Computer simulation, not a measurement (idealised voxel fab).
Documented hereafter: the process module known as voxel fin reveal.
Cross-section cut: width 155 nm, square cells of 5 nm.
Cross-section layout: square cells on a grid; listed as bands, top to bottom; a band spans one or more cell rows. First you get the band's top height and its bottom height, in nm, and then the materials it's made of, left to right, with each width in nm. If you see a single material with "full width", that one covers the band edge to edge. "air" is empty space. Convention: height 0 is the level below which the wafer, as received, is all one material. The lowest band does not terminate at the bottom but continues downward, represented as "top 0, no bottom". When a width is written as two numbers, as in "30..40", the first number is the width in the top row of cells of the band and the second is the width in its bottom row, and the width changes by the same amount from each row to the next. Step marked "left unchanged"? Then no cell in the cross-section changed in it. Closed empty spaces (no open way to the top) of 8 cells or more are what "Voids, fully enclosed" lists, each as width x height at distance from the left edge, nm for all three. If you see something after the settings on a step's line, that's the simulator's own remark about that step. overlay nm, on a step with a mask: how far to the right of its planned place the mask lay; to the left if negative.

The steps planned for the process are as follows:
1) RECEIVE: material Si
2) CONFORMAL_DEP: material SiN, thk nm 5
3) DIRECTIONAL_DEP: material aC, thk nm 15
4) PATTERN: tone cover, mask id FINS, material resist, width nm 15, pitch nm 40, thk nm 35, overlay nm 0
5) DIRECTIONAL_ETCH: etch materials aC, depth nm 15
6) STRIP: etch materials resist
7) DIRECTIONAL_ETCH: etch materials SiN, depth nm 5
8) DIRECTIONAL_ETCH: etch materials Si, depth nm 35
9) STRIP: etch materials aC
10) FILL_DEP: material SiO2, thk nm 10
11) CMP: height nm 5
12) SELECTIVE_ETCH: etch materials SiO2, depth nm 15
13) STRIP: etch materials SiN
14) CONFORMAL_DEP: material SiO2, thk nm 5

as received, after step 1:
top 0, no bottom = Si full width
Voids, fully enclosed: none

Result of the module, cross-sectioned: start per above, plan per above, one error in how it was run:
top 0, bottom -5 = 45 of air / 25 of SiO2 / 15 of air / 25 of SiO2 / 45 of air
top -5, bottom -15 = 45 of air / 5 of SiO2 / 15 of Si / 5 of SiO2 / 15 of air / 5 of SiO2 / 15 of Si / 5 of SiO2 / 45 of air
top -15, bottom -35 = 50 of SiO2 / 15 of Si / 25 of SiO2 / 15 of Si / 50 of SiO2
top -35, no bottom = Si full width
Voids, fully enclosed: none
what went wrong: step 11 did not use the planned setting and instead ran as CMP: height nm -5
